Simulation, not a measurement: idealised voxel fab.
Proc. module: voxel ribs on slabs
We display cut, a cross-section 155 nm in width whose square cells are each 5 nm.
Heads up, the way a cross-section reads in here is a grid of square cells, handed over as bands from the top down, with every band being one or more rows of cells.
Quick guide to a band line: top height, bottom height (nm) up front; then every material left to right with its width in nm. Only one material and it's marked "everywhere"? Then it fills the band edge to edge. And "blank" just means empty space.
Heights are expressed relative to 0, this being the level below which the as-received wafer comprises one material exclusively. The lowest band is unbounded in the downward direction and is denoted as in "z 0 and below".
Note: "30..40" means the width goes from the first number (top row of the band) to the second number (bottom row) in equal steps per row of cells.
"all unchanged" after a step means that no cell of the cross-section changed.
Enclosed voids (no open way to top), threshold 8 cells or more, entry "Closed cavity list", notation width x height at distance, distance from left edge, nm.
If you see something after the settings on a step's line, that's the simulator's own remark about that step.
"overlay nm" denotes, for a step that has a mask, the displacement of the mask to the right of its planned place, with negative values corresponding to the left.

**Steps planned for the process**
step 1: RECEIVE: material Si
step 2: DIRECTIONAL_DEP: material SiO2, thk nm 20
step 3: DIRECTIONAL_DEP: material polySi, thk nm 20
step 4: PATTERN: tone cover, mask id RIB, material resist, width nm 15, thk nm 15, overlay nm 0
step 5: DIRECTIONAL_ETCH: etch materials polySi, depth nm 5
step 6: STRIP: etch materials resist
step 7: MASKED_ETCH: tone cover, mask id SLAB, width nm 75, etch materials polySi, depth nm 15, overlay nm 0
step 8: FILL_DEP: material SiO2, thk nm 30
step 9: CMP: height nm 60
step 10: DIRECTIONAL_DEP: material W, thk nm 5
step 11: DIRECTIONAL_DEP: material aC, thk nm 15
step 12: PATTERN: tone cover, mask id HEATER, material resist, width nm 25, thk nm 35, overlay nm 0
step 13: DIRECTIONAL_ETCH: etch materials aC, depth nm 15
step 14: STRIP: etch materials resist
step 15: DIRECTIONAL_ETCH: etch materials W, depth nm 5
step 16: STRIP: etch materials aC
step 17: CONFORMAL_DEP: material SiN, thk nm 10

**What follows covers the first of two wafers; it ran as planned**

**as received, after step 1**
z 0 and below  Si everywhere
Closed cavity list: none

**Cross-section through the wafer, step 2 finished**
z 20 to 0  SiO2 everywhere
Lower than 0, everything is as it was.

**Cross-section through the wafer, step 3 finished**
z 40 to 20  polySi everywhere
Lower than 20, everything is as it was.

**Cross-section through the wafer, step 4 finished**
z 55 to 40  blank (70)  resist (15)  blank (70)
Lower than 40, everything is as it was.

**Cross-section through the wafer, step 5 finished**
z 55 to 40  blank (70)  resist (15)  blank (70)
z 40 to 35  blank (70)  polySi (15)  blank (70)
Lower than 35, everything is as it was.

**Cross-section through the wafer, step 6 finished**
z 40 to 35  blank (70)  polySi (15)  blank (70)
Lower than 35, everything is as it was.

**Cross-section through the wafer, step 7 finished**
z 40 to 35  blank (70)  polySi (15)  blank (70)
z 35 to 20  blank (40)  polySi (75)  blank (40)
Lower than 20, everything is as it was.

**Cross-section through the wafer, step 8 finished**
z 70 to 40  SiO2 everywhere
z 40 to 35  SiO2 (70)  polySi (15)  SiO2 (70)
z 35 to 20  SiO2 (40)  polySi (75)  SiO2 (40)
Lower than 20, everything is as it was.

**Cross-section through the wafer, step 9 finished**
z 60 to 40  SiO2 everywhere
Lower than 40, everything is as it was.

**Cross-section through the wafer, step 10 finished**
z 65 to 60  W everywhere
Lower than 60, everything is as it was.

**Cross-section through the wafer, step 11 finished**
z 80 to 65  aC everywhere
Lower than 65, everything is as it was.

**Cross-section through the wafer, step 12 finished**
z 115 to 80  blank (65)  resist (25)  blank (65)
Lower than 80, everything is as it was.

**Cross-section through the wafer, step 13 finished**
z 100 to 80  blank (65)  resist (25)  blank (65)
z 80 to 65  blank (65)  aC (25)  blank (65)
Lower than 65, everything is as it was.

**Cross-section through the wafer, step 14 finished**
z 80 to 65  blank (65)  aC (25)  blank (65)
Lower than 65, everything is as it was.

**Cross-section through the wafer, step 15 finished**
z 80 to 65  blank (65)  aC (25)  blank (65)
z 65 to 60  blank (65)  W (25)  blank (65)
Lower than 60, everything is as it was.

**Cross-section through the wafer, step 16 finished**
z 65 to 60  blank (65)  W (25)  blank (65)
Lower than 60, everything is as it was.

**Cross-section through the wafer, step 17 finished**
z 75 to 70  blank (55)  SiN (45)  blank (55)
z 70 to 65  SiN everywhere
z 65 to 60  SiN (65)  W (25)  SiN (65)
Lower than 60, everything is as it was.

**second wafer: like start, like plan, one mistake. Through step 16 it matches the first wafer**

Cross-section of the second wafer corresponding to the planned conclusion of step 17: all unchanged
Error vs. plan: step 17 of the plan was omitted and not executed
FYI, end of process, the second wafer has more or fewer cells of some materials than the first: SiN -66
